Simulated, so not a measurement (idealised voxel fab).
Process module in this document: voxel wiring stack
The figure presents cross-section cut, which has a width of 245 nm and is divided into square cells with an edge length of 5 nm.
A cross-section in this document is a grid of square cells, and it is written down as bands, the top band listed before the ones below it; a band is made up of one or more rows of cells. Top height, bottom height, nm. Materials left to right, width each, nm. Single material + "throughout" = fills band edge to edge. "air" = empty. All heights in this document are referenced to 0, defined as the level beneath which the wafer, as received, consists entirely of one material. The lowest band is not bounded below; it extends indefinitely downward and is written in the form "z 0 and below". You'd read "30 to 40" like this: the band's top row of cells is as wide as the first number, its bottom row is as wide as the second, and going down, every row changes width by the same amount as the row before did. "same as before" means the step left every cell of the cross-section as it was. "Voids, fully enclosed" specifies each empty space that is not open to the top and that occupies no fewer than 8 cells, using the form width x height at distance, the distance measured from the left edge and all three quantities in nm. On each step's line, the part that comes after the settings is the simulator's own comment on the step. overlay nm: step with mask; distance mask lay right of planned place; negative value = left of planned place.
Planned step list for the process
- 1: RECEIVE | material Si
- 2: CONFORMAL_DEP | material SiO2 | thk nm 10
- 3: DIRECTIONAL_DEP | material TiN | thk nm 5
- 4: DIRECTIONAL_DEP | material Ru | thk nm 15
- 5: MASKED_ETCH | tone cover | mask id METAL_1 | width nm 20 | pitch nm 50 | etch materials Ru | depth nm 15 | overlay nm 0
- 6: MASKED_ETCH | tone cover | mask id METAL_1 | width nm 20 | pitch nm 50 | etch materials TiN | depth nm 5 | overlay nm 0
- 7: CONFORMAL_DEP | material SiN | thk nm 5
- 8: FILL_DEP | material SiO2 | thk nm 5
- 9: CMP | height nm 30
- 10: CONFORMAL_DEP | material SiCN | thk nm 5
- 11: DIRECTIONAL_DEP | material lowk | thk nm 25
- 12: DIRECTIONAL_DEP | material aC | thk nm 10
- 13: PATTERN | tone open | mask id METAL_2_HOLES | material resist | width nm 15 | pitch nm 100 | thk nm 30 | overlay nm 0
- 14: DIRECTIONAL_ETCH | etch materials aC | depth nm 10
- 15: STRIP | etch materials resist
- 16: DIRECTIONAL_ETCH | etch materials lowk | depth nm 25
- 17: STRIP | etch materials aC
- 18: PATTERN | tone open | mask id METAL_2 | material resist | width nm 20 | pitch nm 50 | thk nm 15 | overlay nm 0
- 19: DIRECTIONAL_ETCH | etch materials lowk | depth nm 15
- 20: DIRECTIONAL_ETCH | etch materials SiCN | depth nm 5
- 21: STRIP | etch materials resist
- 22: CONFORMAL_DEP | material TiN | thk nm 5
- 23: FILL_DEP | material Cu | thk nm 10
- 24: CMP | height nm 60
- 25: CONFORMAL_DEP | material SiCN | thk nm 5
First wafer, two in total, run as planned
As-received wafer cross-section (after step 1)
  z 0 and below: Si throughout
  Voids, fully enclosed: none
Once step 2 is through, the wafer looks like this in cross-section
  z 10 to 0: SiO2 throughout
  No changes below 0.
Once step 3 is through, the wafer looks like this in cross-section
  z 15 to 10: TiN throughout
  No changes below 10.
Once step 4 is through, the wafer looks like this in cross-section
  z 30 to 15: Ru throughout
  No changes below 15.
Once step 5 is through, the wafer looks like this in cross-section
  z 30 to 15: air (35) | Ru (20) | air (30) | Ru (20) | air (30) | Ru (20) | air (30) | Ru (20) | air (40)
  No changes below 15.
Once step 6 is through, the wafer looks like this in cross-section
  z 30 to 15: air (35) | Ru (20) | air (30) | Ru (20) | air (30) | Ru (20) | air (30) | Ru (20) | air (40)
  z 15 to 10: air (35) | TiN (20) | air (30) | TiN (20) | air (30) | TiN (20) | air (30) | TiN (20) | air (40)
  No changes below 10.
Once step 7 is through, the wafer looks like this in cross-section
  z 35 to 30: air (30) | SiN (30) | air (20) | SiN (30) | air (20) | SiN (30) | air (20) | SiN (30) | air (35)
  z 30 to 15: air (30) | SiN (5) | Ru (20) | SiN (5) | air (20) | SiN (5) | Ru (20) | SiN (5) | air (20) | SiN (5) | Ru (20) | SiN (5) | air (20) | SiN (5) | Ru (20) | SiN (5) | air (35)
  z 15 to 10: SiN (35) | TiN (20) | SiN (30) | TiN (20) | SiN (30) | TiN (20) | SiN (30) | TiN (20) | SiN (40)
  No changes below 10.
Once step 8 is through, the wafer looks like this in cross-section
  z 40 to 35: SiO2 throughout
  z 35 to 30: SiO2 (30) | SiN (30) | SiO2 (20) | SiN (30) | SiO2 (20) | SiN (30) | SiO2 (20) | SiN (30) | SiO2 (35)
  z 30 to 15: SiO2 (30) | SiN (5) | Ru (20) | SiN (5) | SiO2 (20) | SiN (5) | Ru (20) | SiN (5) | SiO2 (20) | SiN (5) | Ru (20) | SiN (5) | SiO2 (20) | SiN (5) | Ru (20) | SiN (5) | SiO2 (35)
  No changes below 15.
Once step 9 is through, the wafer looks like this in cross-section
  z 30 to 15: SiO2 (30) | SiN (5) | Ru (20) | SiN (5) | SiO2 (20) | SiN (5) | Ru (20) | SiN (5) | SiO2 (20) | SiN (5) | Ru (20) | SiN (5) | SiO2 (20) | SiN (5) | Ru (20) | SiN (5) | SiO2 (35)
  No changes below 15.
Once step 10 is through, the wafer looks like this in cross-section
  z 35 to 30: SiCN throughout
  No changes below 30.
Once step 11 is through, the wafer looks like this in cross-section
  z 60 to 35: lowk throughout
  No changes below 35.
Once step 12 is through, the wafer looks like this in cross-section
  z 70 to 60: aC throughout
  No changes below 60.
Once step 13 is through, the wafer looks like this in cross-section
  z 100 to 70: resist (35) | air (15) | resist (85) | air (15) | resist (95)
  No changes below 70.
Once step 14 is through, the wafer looks like this in cross-section
  z 90 to 70: resist (35) | air (15) | resist (85) | air (15) | resist (95)
  z 70 to 60: aC (35) | air (15) | aC (85) | air (15) | aC (95)
  No changes below 60.
Once step 15 is through, the wafer looks like this in cross-section
  z 70 to 60: aC (35) | air (15) | aC (85) | air (15) | aC (95)
  No changes below 60.
Once step 16 is through, the wafer looks like this in cross-section
  z 70 to 60: aC (35) | air (15) | aC (85) | air (15) | aC (95)
  z 60 to 35: lowk (35) | air (15) | lowk (85) | air (15) | lowk (95)
  No changes below 35.
Once step 17 is through, the wafer looks like this in cross-section
  z 60 to 35: lowk (35) | air (15) | lowk (85) | air (15) | lowk (95)
  No changes below 35.
Once step 18 is through, the wafer looks like this in cross-section
  z 75 to 60: resist (35) | air (20) | resist (30) | air (20) | resist (30) | air (20) | resist (30) | air (20) | resist (40)
  No changes below 60.
Once step 19 is through, the wafer looks like this in cross-section
  z 75 to 60: resist (35) | air (20) | resist (30) | air (20) | resist (30) | air (20) | resist (30) | air (20) | resist (40)
  z 60 to 45: lowk (35) | air (20) | lowk (30) | air (20) | lowk (30) | air (20) | lowk (30) | air (20) | lowk (40)
  No changes below 45.
Once step 20 is through, the wafer looks like this in cross-section
  z 75 to 60: resist (35) | air (20) | resist (30) | air (20) | resist (30) | air (20) | resist (30) | air (20) | resist (40)
  z 60 to 45: lowk (35) | air (20) | lowk (30) | air (20) | lowk (30) | air (20) | lowk (30) | air (20) | lowk (40)
  z 45 to 35: lowk (35) | air (15) | lowk (85) | air (15) | lowk (95)
  z 35 to 30: SiCN (35) | air (15) | SiCN (85) | air (15) | SiCN (95)
  No changes below 30.
Once step 21 is through, the wafer looks like this in cross-section
  z 60 to 45: lowk (35) | air (20) | lowk (30) | air (20) | lowk (30) | air (20) | lowk (30) | air (20) | lowk (40)
  No changes below 45.
Once step 22 is through, the wafer looks like this in cross-section
  z 65 to 60: TiN (40) | air (10) | TiN (40) | air (10) | TiN (40) | air (10) | TiN (40) | air (10) | TiN (45)
  z 60 to 50: lowk (35) | TiN (5) | air (10) | TiN (5) | lowk (30) | TiN (5) | air (10) | TiN (5) | lowk (30) | TiN (5) | air (10) | TiN (5) | lowk (30) | TiN (5) | air (10) | TiN (5) | lowk (40)
  z 50 to 45: lowk (35) | TiN (5) | air (5) | TiN (10) | lowk (30) | TiN (20) | lowk (30) | TiN (5) | air (5) | TiN (10) | lowk (30) | TiN (20) | lowk (40)
  z 45 to 35: lowk (35) | TiN (5) | air (5) | TiN (5) | lowk (85) | TiN (5) | air (5) | TiN (5) | lowk (95)
  z 35 to 30: SiCN (35) | TiN (15) | SiCN (85) | TiN (15) | SiCN (95)
  No changes below 30.
Once step 23 is through, the wafer looks like this in cross-section
  z 75 to 65: Cu throughout
  z 65 to 60: TiN (40) | Cu (10) | TiN (40) | Cu (10) | TiN (40) | Cu (10) | TiN (40) | Cu (10) | TiN (45)
  z 60 to 50: lowk (35) | TiN (5) | Cu (10) | TiN (5) | lowk (30) | TiN (5) | Cu (10) | TiN (5) | lowk (30) | TiN (5) | Cu (10) | TiN (5) | lowk (30) | TiN (5) | Cu (10) | TiN (5) | lowk (40)
  z 50 to 45: lowk (35) | TiN (5) | Cu (5) | TiN (10) | lowk (30) | TiN (20) | lowk (30) | TiN (5) | Cu (5) | TiN (10) | lowk (30) | TiN (20) | lowk (40)
  z 45 to 35: lowk (35) | TiN (5) | Cu (5) | TiN (5) | lowk (85) | TiN (5) | Cu (5) | TiN (5) | lowk (95)
  No changes below 35.
Once step 24 is through, the wafer looks like this in cross-section
  z 60 to 50: lowk (35) | TiN (5) | Cu (10) | TiN (5) | lowk (30) | TiN (5) | Cu (10) | TiN (5) | lowk (30) | TiN (5) | Cu (10) | TiN (5) | lowk (30) | TiN (5) | Cu (10) | TiN (5) | lowk (40)
  No changes below 50.
Once step 25 is through, the wafer looks like this in cross-section
  z 65 to 60: SiCN throughout
  No changes below 60.
Wafer two of the pair: same origin, same plan, one error during the run; identical to wafer one up to and including step 1
Second wafer at the planned finish of step 2, seen in cross-section: same as before
Second wafer at the planned finish of step 3, seen in cross-section
  z 5 to 0: TiN throughout
  No changes below 0.
Second wafer at the planned finish of step 4, seen in cross-section
  z 20 to 5: Ru throughout
  No changes below 5.
Second wafer at the planned finish of step 5, seen in cross-section
  z 20 to 5: air (35) | Ru (20) | air (30) | Ru (20) | air (30) | Ru (20) | air (30) | Ru (20) | air (40)
  No changes below 5.
Second wafer at the planned finish of step 6, seen in cross-section
  z 20 to 5: air (35) | Ru (20) | air (30) | Ru (20) | air (30) | Ru (20) | air (30) | Ru (20) | air (40)
  z 5 to 0: air (35) | TiN (20) | air (30) | TiN (20) | air (30) | TiN (20) | air (30) | TiN (20) | air (40)
  No changes below 0.
Second wafer at the planned finish of step 7, seen in cross-section
  z 25 to 20: air (30) | SiN (30) | air (20) | SiN (30) | air (20) | SiN (30) | air (20) | SiN (30) | air (35)
  z 20 to 5: air (30) | SiN (5) | Ru (20) | SiN (5) | air (20) | SiN (5) | Ru (20) | SiN (5) | air (20) | SiN (5) | Ru (20) | SiN (5) | air (20) | SiN (5) | Ru (20) | SiN (5) | air (35)
  z 5 to 0: SiN (35) | TiN (20) | SiN (30) | TiN (20) | SiN (30) | TiN (20) | SiN (30) | TiN (20) | SiN (40)
  No changes below 0.
Second wafer at the planned finish of step 8, seen in cross-section
  z 30 to 25: SiO2 throughout
  z 25 to 20: SiO2 (30) | SiN (30) | SiO2 (20) | SiN (30) | SiO2 (20) | SiN (30) | SiO2 (20) | SiN (30) | SiO2 (35)
  z 20 to 5: SiO2 (30) | SiN (5) | Ru (20) | SiN (5) | SiO2 (20) | SiN (5) | Ru (20) | SiN (5) | SiO2 (20) | SiN (5) | Ru (20) | SiN (5) | SiO2 (20) | SiN (5) | Ru (20) | SiN (5) | SiO2 (35)
  No changes below 5.
Second wafer at the planned finish of step 9, seen in cross-section: same as before
Second wafer at the planned finish of step 10, seen in cross-section
  z 35 to 30: SiCN throughout
  No changes below 30.
Second wafer at the planned finish of step 11, seen in cross-section
  z 60 to 35: lowk throughout
  No changes below 35.
Second wafer at the planned finish of step 12, seen in cross-section
  z 70 to 60: aC throughout
  No changes below 60.
Second wafer at the planned finish of step 13, seen in cross-section
  z 100 to 70: resist (35) | air (15) | resist (85) | air (15) | resist (95)
  No changes below 70.
Second wafer at the planned finish of step 14, seen in cross-section
  z 90 to 70: resist (35) | air (15) | resist (85) | air (15) | resist (95)
  z 70 to 60: aC (35) | air (15) | aC (85) | air (15) | aC (95)
  No changes below 60.
Second wafer at the planned finish of step 15, seen in cross-section
  z 70 to 60: aC (35) | air (15) | aC (85) | air (15) | aC (95)
  No changes below 60.
Second wafer at the planned finish of step 16, seen in cross-section
  z 70 to 60: aC (35) | air (15) | aC (85) | air (15) | aC (95)
  z 60 to 35: lowk (35) | air (15) | lowk (85) | air (15) | lowk (95)
  No changes below 35.
Second wafer at the planned finish of step 17, seen in cross-section
  z 60 to 35: lowk (35) | air (15) | lowk (85) | air (15) | lowk (95)
  No changes below 35.
Second wafer at the planned finish of step 18, seen in cross-section
  z 75 to 60: resist (35) | air (20) | resist (30) | air (20) | resist (30) | air (20) | resist (30) | air (20) | resist (40)
  No changes below 60.
Second wafer at the planned finish of step 19, seen in cross-section
  z 75 to 60: resist (35) | air (20) | resist (30) | air (20) | resist (30) | air (20) | resist (30) | air (20) | resist (40)
  z 60 to 45: lowk (35) | air (20) | lowk (30) | air (20) | lowk (30) | air (20) | lowk (30) | air (20) | lowk (40)
  No changes below 45.
Second wafer at the planned finish of step 20, seen in cross-section
  z 75 to 60: resist (35) | air (20) | resist (30) | air (20) | resist (30) | air (20) | resist (30) | air (20) | resist (40)
  z 60 to 45: lowk (35) | air (20) | lowk (30) | air (20) | lowk (30) | air (20) | lowk (30) | air (20) | lowk (40)
  z 45 to 35: lowk (35) | air (15) | lowk (85) | air (15) | lowk (95)
  z 35 to 30: SiCN (35) | air (15) | SiCN (85) | air (15) | SiCN (95)
  No changes below 30.
Second wafer at the planned finish of step 21, seen in cross-section
  z 60 to 45: lowk (35) | air (20) | lowk (30) | air (20) | lowk (30) | air (20) | lowk (30) | air (20) | lowk (40)
  No changes below 45.
Second wafer at the planned finish of step 22, seen in cross-section
  z 65 to 60: TiN (40) | air (10) | TiN (40) | air (10) | TiN (40) | air (10) | TiN (40) | air (10) | TiN (45)
  z 60 to 50: lowk (35) | TiN (5) | air (10) | TiN (5) | lowk (30) | TiN (5) | air (10) | TiN (5) | lowk (30) | TiN (5) | air (10) | TiN (5) | lowk (30) | TiN (5) | air (10) | TiN (5) | lowk (40)
  z 50 to 45: lowk (35) | TiN (5) | air (5) | TiN (10) | lowk (30) | TiN (20) | lowk (30) | TiN (5) | air (5) | TiN (10) | lowk (30) | TiN (20) | lowk (40)
  z 45 to 35: lowk (35) | TiN (5) | air (5) | TiN (5) | lowk (85) | TiN (5) | air (5) | TiN (5) | lowk (95)
  z 35 to 30: SiCN (35) | TiN (15) | SiCN (85) | TiN (15) | SiCN (95)
  No changes below 30.
Second wafer at the planned finish of step 23, seen in cross-section
  z 75 to 65: Cu throughout
  z 65 to 60: TiN (40) | Cu (10) | TiN (40) | Cu (10) | TiN (40) | Cu (10) | TiN (40) | Cu (10) | TiN (45)
  z 60 to 50: lowk (35) | TiN (5) | Cu (10) | TiN (5) | lowk (30) | TiN (5) | Cu (10) | TiN (5) | lowk (30) | TiN (5) | Cu (10) | TiN (5) | lowk (30) | TiN (5) | Cu (10) | TiN (5) | lowk (40)
  z 50 to 45: lowk (35) | TiN (5) | Cu (5) | TiN (10) | lowk (30) | TiN (20) | lowk (30) | TiN (5) | Cu (5) | TiN (10) | lowk (30) | TiN (20) | lowk (40)
  z 45 to 35: lowk (35) | TiN (5) | Cu (5) | TiN (5) | lowk (85) | TiN (5) | Cu (5) | TiN (5) | lowk (95)
  No changes below 35.
Second wafer at the planned finish of step 24, seen in cross-section
  z 60 to 50: lowk (35) | TiN (5) | Cu (10) | TiN (5) | lowk (30) | TiN (5) | Cu (10) | TiN (5) | lowk (30) | TiN (5) | Cu (10) | TiN (5) | lowk (30) | TiN (5) | Cu (10) | TiN (5) | lowk (40)
  No changes below 50.
Second wafer at the planned finish of step 25, seen in cross-section
  z 65 to 60: SiCN throughout
  No changes below 60.
What broke from the plan during processing? step 2 of the plan: omitted, not performed
It is noted that, at the conclusion of processing, the second wafer exhibits a higher or lower cell count for certain materials relative to the first: +24 SiN | -24 SiO2
